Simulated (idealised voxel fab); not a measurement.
Title: Process Module voxel wiring stack
In the cross-section labelled cut, the width is 195 nm and each square cell is 5 nm.
Bands, listed from the top down, are how a cross-section gets written in this document; the cross-section itself is a grid of square cells, and a band is one or more rows of them. Heads up on the band format: heights come first, top then bottom, in nm. After that it's the materials left to right, each with its width in nm. A single material flagged "everywhere" fills the whole band edge to edge, and "blank" means there's empty space there. Basically, 0 is our baseline, since under it the wafer straight out of the box is all one material. The bottom band has no lower end and keeps on going down, so it looks like "0 down". When a width is written as two numbers, as in "30->40", the first number is the width in the top row of cells of the band and the second is the width in its bottom row, and the width changes by the same amount from each row to the next. Where a step carries "remains unaltered", the cross-section came out of it unchanged, cell for cell. Entry "Enclosed void entries" = empty spaces >= 8 cells with no open way to the top; each as width x height at distance, distance from left edge, all nm. Text after the settings on a step's line: the simulator's own remark on that step. Steps that use a mask can have "overlay nm" on their line. It says how far the mask sat to the right of where it was meant to be. Negative means to the left.

**The planned process steps are enumerated hereunder**
- 1: RECEIVE [material Si]
- 2: CONFORMAL_DEP [material SiO2] [thk nm 15]
- 3: CONFORMAL_DEP [material SiN] [thk nm 5]
- 4: DIRECTIONAL_DEP [material SiO2] [thk nm 25]
- 5: DIRECTIONAL_DEP [material aC] [thk nm 10]
- 6: PATTERN [tone open] [mask id METAL_1] [material resist] [width nm 25] [pitch nm 45] [thk nm 25] [overlay nm 0]
- 7: DIRECTIONAL_ETCH [etch materials aC] [depth nm 10]
- 8: STRIP [etch materials resist]
- 9: DIRECTIONAL_ETCH [etch materials SiO2] [depth nm 25]
- 10: DIRECTIONAL_ETCH [etch materials SiN] [depth nm 5]
- 11: STRIP [etch materials aC]
- 12: CONFORMAL_DEP [material TiN] [thk nm 5]
- 13: FILL_DEP [material Ru] [thk nm 5]
- 14: CMP [height nm 45]
- 15: EPI [material Ru] [thk nm 5]
- 16: FILL_DEP [material SiCN] [thk nm 5]
- 17: DIRECTIONAL_DEP [material SiO2] [thk nm 30]
- 18: DIRECTIONAL_DEP [material aC] [thk nm 15]
- 19: PATTERN [tone open] [mask id METAL_2] [material resist] [width nm 25] [pitch nm 45] [thk nm 30] [overlay nm 0]
- 20: DIRECTIONAL_ETCH [etch materials aC] [depth nm 15]
- 21: STRIP [etch materials resist]
- 22: DIRECTIONAL_ETCH [etch materials SiO2] [depth nm 15]
- 23: STRIP [etch materials aC]
- 24: DIRECTIONAL_DEP [material aC] [thk nm 10]
- 25: PATTERN [tone open] [mask id METAL_2_HOLES] [material resist] [width nm 15] [pitch nm 90] [thk nm 30] [overlay nm 0]
- 26: DIRECTIONAL_ETCH [etch materials aC] [depth nm 10]
- 27: STRIP [etch materials resist]
- 28: DIRECTIONAL_ETCH [etch materials SiO2] [depth nm 15]
- 29: DIRECTIONAL_ETCH [etch materials SiCN] [depth nm 5]
- 30: STRIP [etch materials aC]
- 31: CONFORMAL_DEP [material TiN] [thk nm 5]
- 32: FILL_DEP [material Cu] [thk nm 5]
- 33: CMP [height nm 85]
- 34: CONFORMAL_DEP [material SiCN] [thk nm 5]
- 35: DIRECTIONAL_DEP [material lowk] [thk nm 10]
- 36: DIRECTIONAL_DEP [material aC] [thk nm 15]
- 37: PATTERN [tone open] [mask id PLUG_2] [material resist] [width nm 15] [pitch nm 45] [thk nm 30] [overlay nm 0]
- 38: DIRECTIONAL_ETCH [etch materials aC] [depth nm 15]
- 39: STRIP [etch materials resist]
- 40: DIRECTIONAL_ETCH [etch materials lowk] [depth nm 10]
- 41: DIRECTIONAL_ETCH [etch materials SiCN] [depth nm 5]
- 42: STRIP [etch materials aC]
- 43: CONFORMAL_DEP [material TiN] [thk nm 5]
- 44: FILL_DEP [material Ru] [thk nm 10]
- 45: CMP [height nm 100]
- 46: DIRECTIONAL_DEP [material TiN] [thk nm 5]
- 47: DIRECTIONAL_DEP [material W] [thk nm 15]
- 48: MASKED_ETCH [tone cover] [mask id METAL_3] [width nm 25] [pitch nm 45] [etch materials W] [depth nm 5] [overlay nm 0]
- 49: MASKED_ETCH [tone cover] [mask id METAL_3] [width nm 25] [pitch nm 45] [etch materials TiN] [depth nm 5] [overlay nm 0]
- 50: CONFORMAL_DEP [material SiN] [thk nm 5]
- 51: FILL_DEP [material lowk] [thk nm 5]
- 52: CMP [height nm 120]
- 53: CONFORMAL_DEP [material SiN] [thk nm 5]
Keep in mind the plan's value for the depth nm of step 48 comes from the first wafer; the wafers don't share that setting, but they do share the same starting point.

**First of several wafers (as received, post step 1), cross-sectional view**
    0 down: Si everywhere
    Enclosed void entries: none

**Last step of the module is step 53; after it, the first of several wafers in cross-section**
    125 to 120: SiN everywhere
    120 to 115: SiN 40  W 25  SiN 20  W 25  SiN 20  W 25  SiN 40
    115 to 105: W everywhere
    105 to 100: TiN everywhere
    100 to 90: lowk 40  TiN 5  Ru 5  TiN 5  lowk 30  TiN 5  Ru 5  TiN 5  lowk 30  TiN 5  Ru 5  TiN 5  lowk 50
    90 to 85: SiCN 40  TiN 15  SiCN 30  TiN 15  SiCN 30  TiN 15  SiCN 50
    85 to 75: SiO2 40  TiN 5  Cu 15  TiN 5  SiO2 20  TiN 5  Cu 15  TiN 5  SiO2 20  TiN 5  Cu 15  TiN 5  SiO2 40
    75 to 70: SiO2 40  TiN 5  Cu 5  TiN 15  SiO2 20  TiN 25  SiO2 20  TiN 5  Cu 5  TiN 15  SiO2 40
    70 to 55: SiO2 40  TiN 5  Cu 5  TiN 5  SiO2 75  TiN 5  Cu 5  TiN 5  SiO2 50
    55 to 50: SiCN 40  TiN 15  SiCN 75  TiN 15  SiCN 50
    50 to 45: SiCN 35  Ru 35  SiCN 10  Ru 35  SiCN 10  Ru 35  SiCN 35
    45 to 20: SiO2 40  TiN 5  Ru 15  TiN 5  SiO2 20  TiN 5  Ru 15  TiN 5  SiO2 20  TiN 5  Ru 15  TiN 5  SiO2 40
    20 to 15: SiN 40  TiN 25  SiN 20  TiN 25  SiN 20  TiN 25  SiN 40
    15 to 0: SiO2 everywhere
    0 down: Si everywhere
    Enclosed void entries: none

**The final wafer, sectioned at module end**
    125 to 120: SiN everywhere
    120 to 105: lowk 35  SiN 5  W 25  SiN 5  lowk 10  SiN 5  W 25  SiN 5  lowk 10  SiN 5  W 25  SiN 5  lowk 35
    105 to 100: SiN 40  TiN 25  SiN 20  TiN 25  SiN 20  TiN 25  SiN 40
    100 to 90: lowk 40  TiN 5  Ru 5  TiN 5  lowk 30  TiN 5  Ru 5  TiN 5  lowk 30  TiN 5  Ru 5  TiN 5  lowk 50
    90 to 85: SiCN 40  TiN 15  SiCN 30  TiN 15  SiCN 30  TiN 15  SiCN 50
    85 to 75: SiO2 40  TiN 5  Cu 15  TiN 5  SiO2 20  TiN 5  Cu 15  TiN 5  SiO2 20  TiN 5  Cu 15  TiN 5  SiO2 40
    75 to 70: SiO2 40  TiN 5  Cu 5  TiN 15  SiO2 20  TiN 25  SiO2 20  TiN 5  Cu 5  TiN 15  SiO2 40
    70 to 55: SiO2 40  TiN 5  Cu 5  TiN 5  SiO2 75  TiN 5  Cu 5  TiN 5  SiO2 50
    55 to 50: SiCN 40  TiN 15  SiCN 75  TiN 15  SiCN 50
    50 to 45: SiCN 35  Ru 35  SiCN 10  Ru 35  SiCN 10  Ru 35  SiCN 35
    45 to 20: SiO2 40  TiN 5  Ru 15  TiN 5  SiO2 20  TiN 5  Ru 15  TiN 5  SiO2 20  TiN 5  Ru 15  TiN 5  SiO2 40
    20 to 15: SiN 40  TiN 25  SiN 20  TiN 25  SiN 20  TiN 25  SiN 40
    15 to 0: SiO2 everywhere
    0 down: Si everywhere
    Enclosed void entries: none

**End of module, by wafer: material-by-material cell gain (+) or loss (-) since receipt, then closed voids**
depth nm 5, +26 Cu, +72 Ru, +81 SiCN, +87 SiN, +408 SiO2, +148 TiN, +93 W, +60 lowk, Enclosed void entries: none
depth nm 10, +26 Cu, +72 Ru, +81 SiCN, +93 SiN, +408 SiO2, +148 TiN, +69 W, +78 lowk, Enclosed void entries: none
depth nm 15, +26 Cu, +72 Ru, +81 SiCN, +105 SiN, +408 SiO2, +124 TiN, +45 W, +114 lowk, Enclosed void entries: none
depth nm 20, +26 Cu, +72 Ru, +81 SiCN, +105 SiN, +408 SiO2, +124 TiN, +45 W, +114 lowk, Enclosed void entries: none
depth nm 25, +26 Cu, +72 Ru, +81 SiCN, +105 SiN, +408 SiO2, +124 TiN, +45 W, +114 lowk, Enclosed void entries: none
depth nm 30, +26 Cu, +72 Ru, +81 SiCN, +105 SiN, +408 SiO2, +124 TiN, +45 W, +114 lowk, Enclosed void entries: none
